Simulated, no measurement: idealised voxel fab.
The document below concerns the process module designated voxel transistor to metal.
Square cell edge 5 nm, section width 270 nm, ID cut.
Cross-sections here: square-cell grids, written as top-down lists of bands, a band being one or more rows of cells.
Within each band entry, the heights of the top and of the bottom of the band appear first, in that order and in nm; the materials of the band then follow from left to right, each with its corresponding width in nm. The designation "throughout" on a single material indicates that it fills the band from edge to edge; the designation "blank" indicates empty space.
Basically, 0 is our baseline, since under it the wafer straight out of the box is all one material. The bottom band has no lower end and keeps on going down, so it looks like "top 0, no bottom".
Graded width ("30 to 40"): value in top row of band = first number; value in bottom row = second number; row-to-row change constant.
It should be understood that the words "all unchanged", when stated for a given step, signify that the cross-section underwent no change in any of its cells during that step.
For the entry "Cavities, sealed", the listed items are empty spaces with no open way to the top whose size is 8 cells or more; each item follows the pattern width x height at distance, where distance is from the left edge and all three are in nm.
What comes after the settings on a step's line is commentary from the simulator itself on that step.
overlay nm: mask offset rightward from planned place, masked step; negative means leftward offset.
-- The following list gives the planned process steps
| 1 | RECEIVE (material Si) |
| 2 | CONFORMAL_DEP (material SiO2; thk nm 5) |
| 3 | CONFORMAL_DEP (material SiN; thk nm 15) |
| 4 | PATTERN (tone cover; mask id ACTIVE; material resist; width nm 100; pitch nm 130; thk nm 20; overlay nm 0) |
| 5 | DIRECTIONAL_ETCH (etch materials SiN; depth nm 15) |
| 6 | DIRECTIONAL_ETCH (etch materials SiO2; depth nm 5) |
| 7 | DIRECTIONAL_ETCH (etch materials Si; depth nm 30) |
| 8 | STRIP (etch materials resist) |
| 9 | OXIDIZE (depth nm 5) |
| 10 | FILL_DEP (material SiO2; thk nm 5) |
| 11 | CMP (height nm 20) |
| 12 | SELECTIVE_ETCH (etch materials SiO2; depth nm 15) |
| 13 | STRIP (etch materials SiN) |
| 14 | SELECTIVE_ETCH (etch materials SiO2; depth nm 5) |
| 15 | OXIDIZE (depth nm 5) |
| 16 | DIRECTIONAL_DEP (material polySi; thk nm 25) |
| 17 | DIRECTIONAL_DEP (material SiCN; thk nm 10) |
| 18 | MASKED_ETCH (tone cover; mask id GATE; width nm 20; pitch nm 130; etch materials SiCN; depth nm 20; overlay nm 0) |
| 19 | MASKED_ETCH (tone cover; mask id GATE; width nm 20; pitch nm 130; etch materials polySi; depth nm 35; overlay nm 0) |
| 20 | CONFORMAL_DEP (material SiO2; thk nm 5) |
| 21 | DIRECTIONAL_ETCH (etch materials SiO2; depth nm 5) |
| 22 | CONFORMAL_DEP (material SiN; thk nm 5) |
| 23 | DIRECTIONAL_ETCH (etch materials SiN; depth nm 5) |
| 24 | DIRECTIONAL_ETCH (etch materials SiO2; depth nm 5) |
| 25 | DIRECTIONAL_ETCH (etch materials Si; depth nm 15) |
| 26 | EPI (material pSi; thk nm 20) |
| 27 | FILL_DEP (material SiO2; thk nm 5) |
| 28 | CMP (height nm 35) |
| 29 | DIRECTIONAL_DEP (material SiO2; thk nm 15) |
| 30 | MASKED_ETCH (tone open; mask id CONTACT; width nm 15; etch materials SiO2; depth nm 50; overlay nm 0) |
| 31 | CONFORMAL_DEP (material TiN; thk nm 5) |
| 32 | FILL_DEP (material Ru; thk nm 10) |
| 33 | CMP (height nm 50) |
| 34 | CONFORMAL_DEP (material SiN; thk nm 5) |
| 35 | DIRECTIONAL_DEP (material lowk; thk nm 15) |
| 36 | PATTERN (tone open; mask id METAL_1; material resist; width nm 15; thk nm 20; overlay nm 0) |
| 37 | DIRECTIONAL_ETCH (etch materials lowk; depth nm 15) |
| 38 | DIRECTIONAL_ETCH (etch materials SiN; depth nm 5) |
| 39 | STRIP (etch materials resist) |
| 40 | CONFORMAL_DEP (material TiN; thk nm 5) |
| 41 | FILL_DEP (material W; thk nm 5) |
| 42 | CMP (height nm 70) |
| 43 | EPI (material Ru; thk nm 5) |
| 44 | FILL_DEP (material SiCN; thk nm 5) |
-- Cross-section of the wafer at receipt, which is the condition after step 1
top 0, no bottom: Si throughout
Cavities, sealed: none
-- Here's the cross-section of the first of our two wafers at the end of the module - it ran as planned
top 80, bottom 75: SiCN throughout
top 75, bottom 70: SiCN 20 nm; Ru 25 nm; SiCN 50 nm; Ru 25 nm; SiCN 30 nm; Ru 25 nm; SiCN 50 nm; Ru 25 nm; SiCN 20 nm
top 70, bottom 55: lowk 25 nm; TiN 5 nm; W 5 nm; TiN 5 nm; lowk 60 nm; TiN 5 nm; W 5 nm; TiN 5 nm; lowk 40 nm; TiN 5 nm; W 5 nm; TiN 5 nm; lowk 60 nm; TiN 5 nm; W 5 nm; TiN 5 nm; lowk 25 nm
top 55, bottom 50: SiN 25 nm; TiN 15 nm; SiN 60 nm; TiN 15 nm; SiN 40 nm; TiN 15 nm; SiN 60 nm; TiN 15 nm; SiN 25 nm
top 50, bottom 35: SiO2 25 nm; TiN 5 nm; Ru 5 nm; TiN 5 nm; SiO2 60 nm; TiN 5 nm; Ru 5 nm; TiN 5 nm; SiO2 40 nm; TiN 5 nm; Ru 5 nm; TiN 5 nm; SiO2 60 nm; TiN 5 nm; Ru 5 nm; TiN 5 nm; SiO2 25 nm
top 35, bottom 25: SiO2 25 nm; TiN 5 nm; Ru 5 nm; TiN 5 nm; SiO2 10 nm; SiN 5 nm; SiO2 5 nm; SiCN 20 nm; SiO2 5 nm; SiN 5 nm; SiO2 10 nm; TiN 5 nm; Ru 5 nm; TiN 5 nm; SiO2 40 nm; TiN 5 nm; Ru 5 nm; TiN 5 nm; SiO2 10 nm; SiN 5 nm; SiO2 5 nm; SiCN 20 nm; SiO2 5 nm; SiN 5 nm; SiO2 10 nm; TiN 5 nm; Ru 5 nm; TiN 5 nm; SiO2 25 nm
top 25, bottom 20: SiO2 25 nm; TiN 5 nm; Ru 5 nm; TiN 5 nm; SiO2 10 nm; SiN 5 nm; SiO2 5 nm; polySi 20 nm; SiO2 5 nm; SiN 5 nm; SiO2 10 nm; TiN 5 nm; Ru 5 nm; TiN 5 nm; SiO2 40 nm; TiN 5 nm; Ru 5 nm; TiN 5 nm; SiO2 10 nm; SiN 5 nm; SiO2 5 nm; polySi 20 nm; SiO2 5 nm; SiN 5 nm; SiO2 10 nm; TiN 5 nm; Ru 5 nm; TiN 5 nm; SiO2 25 nm
top 20, bottom 15: SiO2 25 nm; TiN 15 nm; SiO2 10 nm; SiN 5 nm; SiO2 5 nm; polySi 20 nm; SiO2 5 nm; SiN 5 nm; SiO2 10 nm; TiN 15 nm; SiO2 40 nm; TiN 15 nm; SiO2 10 nm; SiN 5 nm; SiO2 5 nm; polySi 20 nm; SiO2 5 nm; SiN 5 nm; SiO2 10 nm; TiN 15 nm; SiO2 25 nm
top 15, bottom 0: SiO2 25 nm; TiN 5 nm; pSi 20 nm; SiN 5 nm; SiO2 5 nm; polySi 20 nm; SiO2 5 nm; SiN 5 nm; pSi 20 nm; TiN 5 nm; SiO2 40 nm; TiN 5 nm; pSi 20 nm; SiN 5 nm; SiO2 5 nm; polySi 20 nm; SiO2 5 nm; SiN 5 nm; pSi 20 nm; TiN 5 nm; SiO2 25 nm
top 0, bottom -5: SiO2 20 nm; pSi 30 nm; SiO2 40 nm; pSi 30 nm; SiO2 30 nm; pSi 30 nm; SiO2 40 nm; pSi 30 nm; SiO2 20 nm
top -5, bottom -20: SiO2 25 nm; pSi 25 nm; Si 40 nm; pSi 25 nm; SiO2 40 nm; pSi 25 nm; Si 40 nm; pSi 25 nm; SiO2 25 nm
top -20, bottom -35: SiO2 25 nm; Si 90 nm; SiO2 40 nm; Si 90 nm; SiO2 25 nm
top -35, no bottom: Si throughout
Cavities, sealed: none
-- This is the second of the two wafers, cross-sectioned at the end of the module; it started exactly like the first and was given the same plan, but it was run with one mistake
top 80, bottom 75: SiCN throughout
top 75, bottom 70: SiCN 20 nm; Ru 25 nm; SiCN 50 nm; Ru 25 nm; SiCN 30 nm; Ru 25 nm; SiCN 50 nm; Ru 25 nm; SiCN 20 nm
top 70, bottom 55: lowk 25 nm; TiN 5 nm; W 5 nm; TiN 5 nm; lowk 60 nm; TiN 5 nm; W 5 nm; TiN 5 nm; lowk 40 nm; TiN 5 nm; W 5 nm; TiN 5 nm; lowk 60 nm; TiN 5 nm; W 5 nm; TiN 5 nm; lowk 25 nm
top 55, bottom 50: SiN 25 nm; TiN 15 nm; SiN 60 nm; TiN 15 nm; SiN 40 nm; TiN 15 nm; SiN 60 nm; TiN 15 nm; SiN 25 nm
top 50, bottom 35: SiO2 25 nm; TiN 5 nm; Ru 5 nm; TiN 5 nm; SiO2 60 nm; TiN 5 nm; Ru 5 nm; TiN 5 nm; SiO2 40 nm; TiN 5 nm; Ru 5 nm; TiN 5 nm; SiO2 60 nm; TiN 5 nm; Ru 5 nm; TiN 5 nm; SiO2 25 nm
top 35, bottom 25: SiO2 25 nm; TiN 5 nm; Ru 5 nm; TiN 5 nm; SiO2 10 nm; SiN 5 nm; SiO2 5 nm; SiCN 20 nm; SiO2 5 nm; SiN 5 nm; SiO2 10 nm; TiN 5 nm; Ru 5 nm; TiN 5 nm; SiO2 40 nm; TiN 5 nm; Ru 5 nm; TiN 5 nm; SiO2 10 nm; SiN 5 nm; SiO2 5 nm; SiCN 20 nm; SiO2 5 nm; SiN 5 nm; SiO2 10 nm; TiN 5 nm; Ru 5 nm; TiN 5 nm; SiO2 25 nm
top 25, bottom 20: SiO2 25 nm; TiN 5 nm; Ru 5 nm; TiN 5 nm; SiO2 10 nm; SiN 5 nm; SiO2 5 nm; polySi 20 nm; SiO2 5 nm; SiN 5 nm; SiO2 10 nm; TiN 5 nm; Ru 5 nm; TiN 5 nm; SiO2 40 nm; TiN 5 nm; Ru 5 nm; TiN 5 nm; SiO2 10 nm; SiN 5 nm; SiO2 5 nm; polySi 20 nm; SiO2 5 nm; SiN 5 nm; SiO2 10 nm; TiN 5 nm; Ru 5 nm; TiN 5 nm; SiO2 25 nm
top 20, bottom 15: SiO2 25 nm; TiN 15 nm; SiO2 10 nm; SiN 5 nm; SiO2 5 nm; polySi 20 nm; SiO2 5 nm; SiN 5 nm; SiO2 10 nm; TiN 15 nm; SiO2 40 nm; TiN 15 nm; SiO2 10 nm; SiN 5 nm; SiO2 5 nm; polySi 20 nm; SiO2 5 nm; SiN 5 nm; SiO2 10 nm; TiN 15 nm; SiO2 25 nm
top 15, bottom 0: SiO2 30 nm; pSi 20 nm; SiN 5 nm; SiO2 5 nm; polySi 20 nm; SiO2 5 nm; SiN 5 nm; pSi 20 nm; SiO2 50 nm; pSi 20 nm; SiN 5 nm; SiO2 5 nm; polySi 20 nm; SiO2 5 nm; SiN 5 nm; pSi 20 nm; SiO2 30 nm
top 0, bottom -5: SiO2 20 nm; pSi 30 nm; SiO2 40 nm; pSi 30 nm; SiO2 30 nm; pSi 30 nm; SiO2 40 nm; pSi 30 nm; SiO2 20 nm
top -5, bottom -20: SiO2 25 nm; pSi 25 nm; Si 40 nm; pSi 25 nm; SiO2 40 nm; pSi 25 nm; Si 40 nm; pSi 25 nm; SiO2 25 nm
top -20, bottom -35: SiO2 25 nm; Si 90 nm; SiO2 40 nm; Si 90 nm; SiO2 25 nm
top -35, no bottom: Si throughout
Cavities, sealed: none
Error vs. plan: step 29 of the plan was twice carried out
The closing comparison, in cells, has the second wafer with more or fewer of some materials than the first: 12 more of SiO2, 12 fewer of TiN
